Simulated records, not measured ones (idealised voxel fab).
The process module that follows is named voxel self aligned vias.
The cross-section on display is named cut; it measures 300 nm wide, and its cells are 5 nm squares.
Cross-section, as written here: a square-cell grid given band by band from the top down, where a band holds one or more rows of cells. Heads up on the band format: heights come first, top then bottom, in nm. After that it's the materials left to right, each with its width in nm. A single material flagged "full width" fills the whole band edge to edge, and "air" means there's empty space there. The level at which height equals 0 is the one under which the wafer, as it arrives, is entirely one material. No lower edge exists for the bottom band, which continues downward and is notated as in "0 nm and below". Note: "30->40" means the width goes from the first number (top row of the band) to the second number (bottom row) in equal steps per row of cells. "no change occurred" for a step: no cell of the cross-section changed in that step. In the "Voids, enclosed" entry, you get each enclosed empty space of 8 cells or more, one with no open way to the top, written width x height at distance, distance from the left edge, in nm. That trailing text on a step's line, after the settings, is the simulator's own remark on the step. overlay nm: on a step with a mask, how far right of its planned place the mask lay; negative means left.

## Listed below are the process steps as planned
| 1 | RECEIVE, material Si |
| 2 | CONFORMAL_DEP, material SiO2, thk nm 10 |
| 3 | CONFORMAL_DEP, material SiCN, thk nm 5 |
| 4 | DIRECTIONAL_DEP, material lowk, thk nm 25 |
| 5 | PATTERN, tone open, mask id LINES, material resist, width nm 25, pitch nm 50, thk nm 20, overlay nm 0 |
| 6 | DIRECTIONAL_ETCH, etch materials lowk, depth nm 25 |
| 7 | STRIP, etch materials resist |
| 8 | CONFORMAL_DEP, material TiN, thk nm 5 |
| 9 | FILL_DEP, material W, thk nm 5 |
| 10 | CMP, height nm 40 |
| 11 | SELECTIVE_ETCH, etch materials W Ru TiN, depth nm 5 |
| 12 | FILL_DEP, material SiN, thk nm 10 |
| 13 | CMP, height nm 40 |
| 14 | DIRECTIONAL_DEP, material lowk, thk nm 15 |
| 15 | MASKED_ETCH, tone open, mask id VIAS, width nm 35, pitch nm 50, etch materials lowk, depth nm 15, overlay nm 0 |
| 16 | MASKED_ETCH, tone open, mask id VIAS, width nm 35, pitch nm 50, etch materials SiN, depth nm 5, overlay nm 0 |
| 17 | CONFORMAL_DEP, material TiN, thk nm 5 |
| 18 | FILL_DEP, material Cu, thk nm 10 |
| 19 | CMP, height nm 55 |
| 20 | CONFORMAL_DEP, material SiN, thk nm 5 |

## Cross-section: wafer on arrival = after step 1
  0 nm and below: Si full width
  Voids, enclosed: none

## Looking at the first of two wafers in cross-section at end of module - ran to plan
  60 nm to 55 nm: SiN full width
  55 nm to 45 nm: lowk (105), TiN (5), Cu (25), TiN (5), lowk (15), TiN (5), Cu (25), TiN (5), lowk (110)
  45 nm to 40 nm: lowk (105), TiN (10), Cu (15), TiN (10), lowk (15), TiN (10), Cu (15), TiN (10), lowk (110)
  40 nm to 35 nm: lowk (110), TiN (25), lowk (25), TiN (25), lowk (115)
  35 nm to 20 nm: lowk (110), TiN (5), W (15), TiN (5), lowk (25), TiN (5), W (15), TiN (5), lowk (115)
  20 nm to 15 nm: lowk (110), TiN (25), lowk (25), TiN (25), lowk (115)
  15 nm to 10 nm: SiCN full width
  10 nm to 0 nm: SiO2 full width
  0 nm and below: Si full width
  Voids, enclosed: none

## Cross-sectional image of the second wafer of the two following completion of the module. Starting state and process plan were the same as for the first wafer; one execution error occurred
  60 nm to 55 nm: SiN full width
  55 nm to 40 nm: lowk (105), TiN (5), Cu (25), TiN (5), lowk (15), TiN (5), Cu (25), TiN (5), lowk (110)
  40 nm to 35 nm: SiN (105), TiN (35), SiN (15), TiN (35), SiN (110)
  35 nm to 30 nm: SiN full width
  30 nm to 25 nm: lowk (110), SiN (25), lowk (25), SiN (25), lowk (115)
  25 nm to 20 nm: lowk (110), TiN (5), W (15), TiN (5), lowk (25), TiN (5), W (15), TiN (5), lowk (115)
  20 nm to 15 nm: lowk (110), TiN (25), lowk (25), TiN (25), lowk (115)
  15 nm to 10 nm: SiCN full width
  10 nm to 0 nm: SiO2 full width
  0 nm and below: Si full width
  Voids, enclosed: none
what went wrong: contrary to plan, step 10 was performed as CMP, height nm 30
The second wafer ends with more or fewer cells of some materials than the first, per final count: +4 Cu | +116 SiN | -8 TiN | -12 W | -100 lowk
